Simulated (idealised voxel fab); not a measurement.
process module | voxel gate over fins
cross-section cut | 200 nm wide | cells 5 nm
A cross-section is a grid of square cells, given in bands from the top down. A band is one or more rows of cells.
Each band's line starts with the height of the band's top and of its bottom, in nm. Then come its materials from left to right, each with its width in nm. One material with "throughout" fills the band from edge to edge. "air" is empty space.
Height 0 is the level under which the wafer as received is all one material. The lowest band goes on downwards, as in "0 down".
A width such as "30 to 40" changes by the same amount from each row of cells to the next, from the band's top row to its bottom row.
"no change" after a step means that no cell of the cross-section changed.
closed voids: empty space of 8 cells or more with no open way to the top, each as width x height at its distance from the left edge, in nm
after a step's settings: what the simulator itself notes on the step
overlay nm, on a step with a mask: how far to the right of its planned place the mask lay; to the left if negative
plan
1 op RECEIVE | material Si
2 op CONFORMAL_DEP | material SiN | thk nm 10
3 op DIRECTIONAL_DEP | material aC | thk nm 15
4 op PATTERN | tone cover | mask id FINS | material resist | width nm 15 | pitch nm 40 | thk nm 35 | overlay nm 0
5 op DIRECTIONAL_ETCH | etch materials aC | depth nm 15
6 op STRIP | etch materials resist
7 op DIRECTIONAL_ETCH | etch materials SiN | depth nm 10
8 op DIRECTIONAL_ETCH | etch materials Si | depth nm 35
9 op STRIP | etch materials aC
10 op OXIDIZE | depth nm 5
11 op FILL_DEP | material SiO2 | thk nm 15
12 op CMP | height nm 10
13 op SELECTIVE_ETCH | etch materials SiO2 | depth nm 25
14 op STRIP | etch materials SiN
15 op CONFORMAL_DEP | material HfO2 | thk nm 5
16 op CONFORMAL_DEP | material TiN | thk nm 5
17 op CONFORMAL_DEP | material TiAl | thk nm 5
18 op CONFORMAL_DEP | material TiN | thk nm 5
19 op FILL_DEP | material W | thk nm 10
20 op CMP | height nm 25
21 op CONFORMAL_DEP | material SiCN | thk nm 5
first wafer, as planned
as received, after step 1
  0 down: Si throughout
  closed voids: none
after step 2
  10 to 0: SiN throughout
  below 0: unchanged
after step 3
  25 to 10: aC throughout
  below 10: unchanged
after step 4
  60 to 25: air 50 | resist 15 | air 25 | resist 15 | air 25 | resist 15 | air 55
  below 25: unchanged
after step 5
  45 to 25: air 50 | resist 15 | air 25 | resist 15 | air 25 | resist 15 | air 55
  25 to 10: air 50 | aC 15 | air 25 | aC 15 | air 25 | aC 15 | air 55
  below 10: unchanged
after step 6
  25 to 10: air 50 | aC 15 | air 25 | aC 15 | air 25 | aC 15 | air 55
  below 10: unchanged
after step 7
  25 to 10: air 50 | aC 15 | air 25 | aC 15 | air 25 | aC 15 | air 55
  10 to 0: air 50 | SiN 15 | air 25 | SiN 15 | air 25 | SiN 15 | air 55
  below 0: unchanged
after step 8
  25 to 10: air 50 | aC 15 | air 25 | aC 15 | air 25 | aC 15 | air 55
  10 to 0: air 50 | SiN 15 | air 25 | SiN 15 | air 25 | SiN 15 | air 55
  0 to -35: air 50 | Si 15 | air 25 | Si 15 | air 25 | Si 15 | air 55
  below -35: unchanged
after step 9
  10 to 0: air 50 | SiN 15 | air 25 | SiN 15 | air 25 | SiN 15 | air 55
  below 0: unchanged
after step 10
  10 to 0: air 50 | SiN 15 | air 25 | SiN 15 | air 25 | SiN 15 | air 55
  0 to -35: air 50 | SiO2 5 | Si 5 | SiO2 5 | air 25 | SiO2 5 | Si 5 | SiO2 5 | air 25 | SiO2 5 | Si 5 | SiO2 5 | air 55
  -35 to -40: SiO2 55 | Si 5 | SiO2 35 | Si 5 | SiO2 35 | Si 5 | SiO2 60
  below -40: unchanged
after step 11
  25 to 10: SiO2 throughout
  10 to 0: SiO2 50 | SiN 15 | SiO2 25 | SiN 15 | SiO2 25 | SiN 15 | SiO2 55
  0 to -40: SiO2 55 | Si 5 | SiO2 35 | Si 5 | SiO2 35 | Si 5 | SiO2 60
  below -40: unchanged
after step 12
  10 to 0: SiO2 50 | SiN 15 | SiO2 25 | SiN 15 | SiO2 25 | SiN 15 | SiO2 55
  below 0: unchanged
after step 13
  10 to 0: air 50 | SiN 15 | air 25 | SiN 15 | air 25 | SiN 15 | air 55
  0 to -15: air 55 | Si 5 | air 35 | Si 5 | air 35 | Si 5 | air 60
  below -15: unchanged
after step 14
  0 to -15: air 55 | Si 5 | air 35 | Si 5 | air 35 | Si 5 | air 60
  below -15: unchanged
after step 15
  5 to 0: air 50 | HfO2 15 | air 25 | HfO2 15 | air 25 | HfO2 15 | air 55
  0 to -10: air 50 | HfO2 5 | Si 5 | HfO2 5 | air 25 | HfO2 5 | Si 5 | HfO2 5 | air 25 | HfO2 5 | Si 5 | HfO2 5 | air 55
  -10 to -15: HfO2 55 | Si 5 | HfO2 35 | Si 5 | HfO2 35 | Si 5 | HfO2 60
  below -15: unchanged
after step 16
  10 to 5: air 45 | TiN 25 | air 15 | TiN 25 | air 15 | TiN 25 | air 50
  5 to 0: air 45 | TiN 5 | HfO2 15 | TiN 5 | air 15 | TiN 5 | HfO2 15 | TiN 5 | air 15 | TiN 5 | HfO2 15 | TiN 5 | air 50
  0 to -5: air 45 | TiN 5 | HfO2 5 | Si 5 | HfO2 5 | TiN 5 | air 15 | TiN 5 | HfO2 5 | Si 5 | HfO2 5 | TiN 5 | air 15 | TiN 5 | HfO2 5 | Si 5 | HfO2 5 | TiN 5 | air 50
  -5 to -10: TiN 50 | HfO2 5 | Si 5 | HfO2 5 | TiN 25 | HfO2 5 | Si 5 | HfO2 5 | TiN 25 | HfO2 5 | Si 5 | HfO2 5 | TiN 55
  below -10: unchanged
after step 17
  15 to 10: air 40 | TiAl 35 | air 5 | TiAl 35 | air 5 | TiAl 35 | air 45
  10 to 5: air 40 | TiAl 5 | TiN 25 | TiAl 5 | air 5 | TiAl 5 | TiN 25 | TiAl 5 | air 5 | TiAl 5 | TiN 25 | TiAl 5 | air 45
  5 to 0: air 40 | TiAl 5 | TiN 5 | HfO2 15 | TiN 5 | TiAl 5 | air 5 | TiAl 5 | TiN 5 | HfO2 15 | TiN 5 | TiAl 5 | air 5 | TiAl 5 | TiN 5 | HfO2 15 | TiN 5 | TiAl 5 | air 45
  0 to -5: TiAl 45 | TiN 5 | HfO2 5 | Si 5 | HfO2 5 | TiN 5 | TiAl 15 | TiN 5 | HfO2 5 | Si 5 | HfO2 5 | TiN 5 | TiAl 15 | TiN 5 | HfO2 5 | Si 5 | HfO2 5 | TiN 5 | TiAl 50
  below -5: unchanged
after step 18
  20 to 15: air 35 | TiN 125 | air 40
  15 to 10: air 35 | TiN 5 | TiAl 35 | TiN 5 | TiAl 35 | TiN 5 | TiAl 35 | TiN 5 | air 40
  10 to 5: air 35 | TiN 5 | TiAl 5 | TiN 25 | TiAl 5 | TiN 5 | TiAl 5 | TiN 25 | TiAl 5 | TiN 5 | TiAl 5 | TiN 25 | TiAl 5 | TiN 5 | air 40
  5 to 0: TiN 40 | TiAl 5 | TiN 5 | HfO2 15 | TiN 5 | TiAl 5 | TiN 5 | TiAl 5 | TiN 5 | HfO2 15 | TiN 5 | TiAl 5 | TiN 5 | TiAl 5 | TiN 5 | HfO2 15 | TiN 5 | TiAl 5 | TiN 45
  below 0: unchanged
after step 19
  30 to 20: W throughout
  20 to 15: W 35 | TiN 125 | W 40
  15 to 10: W 35 | TiN 5 | TiAl 35 | TiN 5 | TiAl 35 | TiN 5 | TiAl 35 | TiN 5 | W 40
  10 to 5: W 35 | TiN 5 | TiAl 5 | TiN 25 | TiAl 5 | TiN 5 | TiAl 5 | TiN 25 | TiAl 5 | TiN 5 | TiAl 5 | TiN 25 | TiAl 5 | TiN 5 | W 40
  below 5: unchanged
after step 20
  25 to 20: W throughout
  below 20: unchanged
after step 21
  30 to 25: SiCN throughout
  below 25: unchanged
second wafer: like start, like plan, one mistake. Through step 3 it matches the first wafer
when step 4 should have ended
  60 to 25: resist 50 | air 15 | resist 25 | air 15 | resist 25 | air 15 | resist 55
  below 25: unchanged
when step 5 should have ended
  45 to 25: resist 50 | air 15 | resist 25 | air 15 | resist 25 | air 15 | resist 55
  25 to 10: aC 50 | air 15 | aC 25 | air 15 | aC 25 | air 15 | aC 55
  below 10: unchanged
when step 6 should have ended
  25 to 10: aC 50 | air 15 | aC 25 | air 15 | aC 25 | air 15 | aC 55
  below 10: unchanged
when step 7 should have ended
  25 to 10: aC 50 | air 15 | aC 25 | air 15 | aC 25 | air 15 | aC 55
  10 to 0: SiN 50 | air 15 | SiN 25 | air 15 | SiN 25 | air 15 | SiN 55
  below 0: unchanged
when step 8 should have ended
  25 to 10: aC 50 | air 15 | aC 25 | air 15 | aC 25 | air 15 | aC 55
  10 to 0: SiN 50 | air 15 | SiN 25 | air 15 | SiN 25 | air 15 | SiN 55
  0 to -35: Si 50 | air 15 | Si 25 | air 15 | Si 25 | air 15 | Si 55
  below -35: unchanged
when step 9 should have ended
  10 to 0: SiN 50 | air 15 | SiN 25 | air 15 | SiN 25 | air 15 | SiN 55
  below 0: unchanged
when step 10 should have ended
  10 to 0: SiN 50 | air 15 | SiN 25 | air 15 | SiN 25 | air 15 | SiN 55
  0 to -35: Si 45 | SiO2 5 | air 15 | SiO2 5 | Si 15 | SiO2 5 | air 15 | SiO2 5 | Si 15 | SiO2 5 | air 15 | SiO2 5 | Si 50
  -35 to -40: Si 45 | SiO2 25 | Si 15 | SiO2 25 | Si 15 | SiO2 25 | Si 50
  below -40: unchanged
when step 11 should have ended
  25 to 10: SiO2 throughout
  10 to 0: SiN 50 | SiO2 15 | SiN 25 | SiO2 15 | SiN 25 | SiO2 15 | SiN 55
  0 to -40: Si 45 | SiO2 25 | Si 15 | SiO2 25 | Si 15 | SiO2 25 | Si 50
  below -40: unchanged
when step 12 should have ended
  10 to 0: SiN 50 | SiO2 15 | SiN 25 | SiO2 15 | SiN 25 | SiO2 15 | SiN 55
  below 0: unchanged
when step 13 should have ended
  10 to 0: SiN 50 | air 15 | SiN 25 | air 15 | SiN 25 | air 15 | SiN 55
  0 to -15: Si 45 | air 25 | Si 15 | air 25 | Si 15 | air 25 | Si 50
  below -15: unchanged
when step 14 should have ended
  0 to -15: Si 45 | air 25 | Si 15 | air 25 | Si 15 | air 25 | Si 50
  below -15: unchanged
when step 15 should have ended
  5 to 0: HfO2 50 | air 15 | HfO2 25 | air 15 | HfO2 25 | air 15 | HfO2 55
  0 to -10: Si 45 | HfO2 5 | air 15 | HfO2 5 | Si 15 | HfO2 5 | air 15 | HfO2 5 | Si 15 | HfO2 5 | air 15 | HfO2 5 | Si 50
  -10 to -15: Si 45 | HfO2 25 | Si 15 | HfO2 25 | Si 15 | HfO2 25 | Si 50
  below -15: unchanged
when step 16 should have ended
  10 to 5: TiN 55 | air 5 | TiN 35 | air 5 | TiN 35 | air 5 | TiN 60
  5 to 0: HfO2 50 | TiN 5 | air 5 | TiN 5 | HfO2 25 | TiN 5 | air 5 | TiN 5 | HfO2 25 | TiN 5 | air 5 | TiN 5 | HfO2 55
  0 to -5: Si 45 | HfO2 5 | TiN 5 | air 5 | TiN 5 | HfO2 5 | Si 15 | HfO2 5 | TiN 5 | air 5 | TiN 5 | HfO2 5 | Si 15 | HfO2 5 | TiN 5 | air 5 | TiN 5 | HfO2 5 | Si 50
  -5 to -10: Si 45 | HfO2 5 | TiN 15 | HfO2 5 | Si 15 | HfO2 5 | TiN 15 | HfO2 5 | Si 15 | HfO2 5 | TiN 15 | HfO2 5 | Si 50
  below -10: unchanged
when step 17 should have ended
  15 to 10: TiAl throughout
  10 to 5: TiN 55 | TiAl 5 | TiN 35 | TiAl 5 | TiN 35 | TiAl 5 | TiN 60
  5 to 0: HfO2 50 | TiN 5 | TiAl 5 | TiN 5 | HfO2 25 | TiN 5 | TiAl 5 | TiN 5 | HfO2 25 | TiN 5 | TiAl 5 | TiN 5 | HfO2 55
  0 to -5: Si 45 | HfO2 5 | TiN 5 | TiAl 5 | TiN 5 | HfO2 5 | Si 15 | HfO2 5 | TiN 5 | TiAl 5 | TiN 5 | HfO2 5 | Si 15 | HfO2 5 | TiN 5 | TiAl 5 | TiN 5 | HfO2 5 | Si 50
  below -5: unchanged
when step 18 should have ended
  20 to 15: TiN throughout
  below 15: unchanged
when step 19 should have ended
  30 to 20: W throughout
  below 20: unchanged
when step 20 should have ended
  25 to 20: W throughout
  below 20: unchanged
when step 21 should have ended
  30 to 25: SiCN throughout
  below 25: unchanged
what went wrong: step 4 ran as: op PATTERN | tone open | mask id FINS | material resist | width nm 15 | pitch nm 40 | thk nm 35 | overlay nm 0
at the end the second wafer has, in cells: 176 more of Si | 110 fewer of SiO2 | 9 fewer of TiAl | 12 fewer of TiN | 45 fewer of W
